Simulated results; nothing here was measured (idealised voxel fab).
process module | voxel gate over fins
cross-section cut | 280 nm wide | cells 5 nm
A cross-section is a grid of square cells, given in bands from the top down. A band is one or more rows of cells.
Each band's line starts with the height of the band's top and of its bottom, in nm. Then come its materials from left to right, each with its width in nm. One material with "throughout" fills the band from edge to edge. "air" is empty space.
Height 0 is the level under which the wafer as received is all one material. The lowest band goes on downwards, as in "0 down".
A width such as "30 to 40" changes by the same amount from each row of cells to the next, from the band's top row to its bottom row.
"no change" after a step means that no cell of the cross-section changed.
closed voids: empty space of 8 cells or more with no open way to the top, each as width x height at its distance from the left edge, in nm
after a step's settings: what the simulator itself notes on the step
overlay nm, on a step with a mask: how far to the right of its planned place the mask lay; to the left if negative
plan
1 op RECEIVE | material Si
2 op CONFORMAL_DEP | material SiN | thk nm 10
3 op DIRECTIONAL_DEP | material aC | thk nm 10
4 op PATTERN | tone cover | mask id FINS | material resist | width nm 15 | pitch nm 60 | thk nm 30 | overlay nm 0
5 op DIRECTIONAL_ETCH | etch materials aC | depth nm 10
6 op STRIP | etch materials resist
7 op DIRECTIONAL_ETCH | etch materials SiN | depth nm 10
8 op DIRECTIONAL_ETCH | etch materials Si | depth nm 35
9 op STRIP | etch materials aC
10 op FILL_DEP | material SiO2 | thk nm 15
11 op CMP | height nm 10
12 op DIRECTIONAL_DEP | material aC | thk nm 10
13 op PATTERN | tone open | mask id RAIL | material resist | width nm 15 | thk nm 25 | overlay nm 0
14 op DIRECTIONAL_ETCH | etch materials aC | depth nm 10
15 op STRIP | etch materials resist
16 op DIRECTIONAL_ETCH | etch materials SiO2 | depth nm 40
17 op STRIP | etch materials aC
18 op CONFORMAL_DEP | material TiN | thk nm 5
19 op FILL_DEP | material W | thk nm 5
20 op CMP | height nm 10
21 op SELECTIVE_ETCH | etch materials W Ru TiN | depth nm 30
22 op FILL_DEP | material SiO2 | thk nm 5
23 op CMP | height nm 10
24 op SELECTIVE_ETCH | etch materials SiO2 | depth nm 25
25 op STRIP | etch materials SiN
26 op CONFORMAL_DEP | material HfO2 | thk nm 5
27 op CONFORMAL_DEP | material TiN | thk nm 5
28 op CONFORMAL_DEP | material TiAl | thk nm 5
29 op CONFORMAL_DEP | material TiN | thk nm 5
30 op FILL_DEP | material W | thk nm 10
31 op CMP | height nm 25
32 op CONFORMAL_DEP | material SiCN | thk nm 10
as received, after step 1
  0 down: Si throughout
  closed voids: none
a wafer at the end: this start, this plan, one mistake
  35 to 25: SiCN throughout
  25 to 20: W throughout
  20 to 15: W 20 | TiN 55 | W 5 | TiN 55 | W 5 | TiN 55 | W 5 | TiN 55 | W 25
  15 to 10: W 20 | TiN 5 | TiAl 45 | TiN 5 | W 5 | TiN 5 | TiAl 45 | TiN 5 | W 5 | TiN 5 | TiAl 45 | TiN 5 | W 5 | TiN 5 | TiAl 45 | TiN 5 | W 25
  10 to 5: W 20 | TiN 5 | TiAl 5 | TiN 35 | TiAl 5 | TiN 5 | W 5 | TiN 5 | TiAl 5 | TiN 35 | TiAl 5 | TiN 5 | W 5 | TiN 5 | TiAl 5 | TiN 35 | TiAl 5 | TiN 5 | W 5 | TiN 5 | TiAl 5 | TiN 35 | TiAl 5 | TiN 5 | W 25
  5 to 0: TiN 25 | TiAl 5 | TiN 5 | HfO2 25 | TiN 5 | TiAl 5 | TiN 15 | TiAl 5 | TiN 5 | HfO2 25 | TiN 5 | TiAl 5 | TiN 15 | TiAl 5 | TiN 5 | HfO2 25 | TiN 5 | TiAl 5 | TiN 15 | TiAl 5 | TiN 5 | HfO2 25 | TiN 5 | TiAl 5 | TiN 30
  0 to -5: TiAl 30 | TiN 5 | HfO2 5 | Si 15 | HfO2 5 | TiN 5 | TiAl 25 | TiN 5 | HfO2 5 | Si 15 | HfO2 5 | TiN 5 | TiAl 25 | TiN 5 | HfO2 5 | Si 15 | HfO2 5 | TiN 5 | TiAl 25 | TiN 5 | HfO2 5 | Si 15 | HfO2 5 | TiN 5 | TiAl 35
  -5 to -10: TiN 35 | HfO2 5 | Si 15 | HfO2 5 | TiN 35 | HfO2 5 | Si 15 | HfO2 5 | TiN 35 | HfO2 5 | Si 15 | HfO2 5 | TiN 35 | HfO2 5 | Si 15 | HfO2 5 | TiN 40
  -10 to -15: HfO2 40 | Si 15 | HfO2 45 | Si 15 | HfO2 45 | Si 15 | HfO2 45 | Si 15 | HfO2 45
  -15 to -20: SiO2 40 | Si 15 | SiO2 45 | Si 15 | SiO2 45 | Si 15 | SiO2 45 | Si 15 | SiO2 45
  -20 to -25: W 35 | TiN 5 | Si 15 | TiN 5 | W 5 | TiN 5 | SiO2 15 | TiN 5 | W 5 | TiN 5 | Si 15 | TiN 5 | W 35 | TiN 5 | Si 15 | TiN 5 | W 35 | TiN 5 | Si 15 | TiN 5 | W 40
  -25 to -30: TiN 40 | Si 15 | TiN 15 | SiO2 15 | TiN 15 | Si 15 | TiN 45 | Si 15 | TiN 45 | Si 15 | TiN 45
  -30 to -35: SiO2 40 | Si 15 | SiO2 45 | Si 15 | SiO2 45 | Si 15 | SiO2 45 | Si 15 | SiO2 45
  -35 down: Si throughout
  closed voids: none
what went wrong: step 13 ran as: op PATTERN | tone cover | mask id RAIL | material resist | width nm 15 | thk nm 25 | overlay nm 0
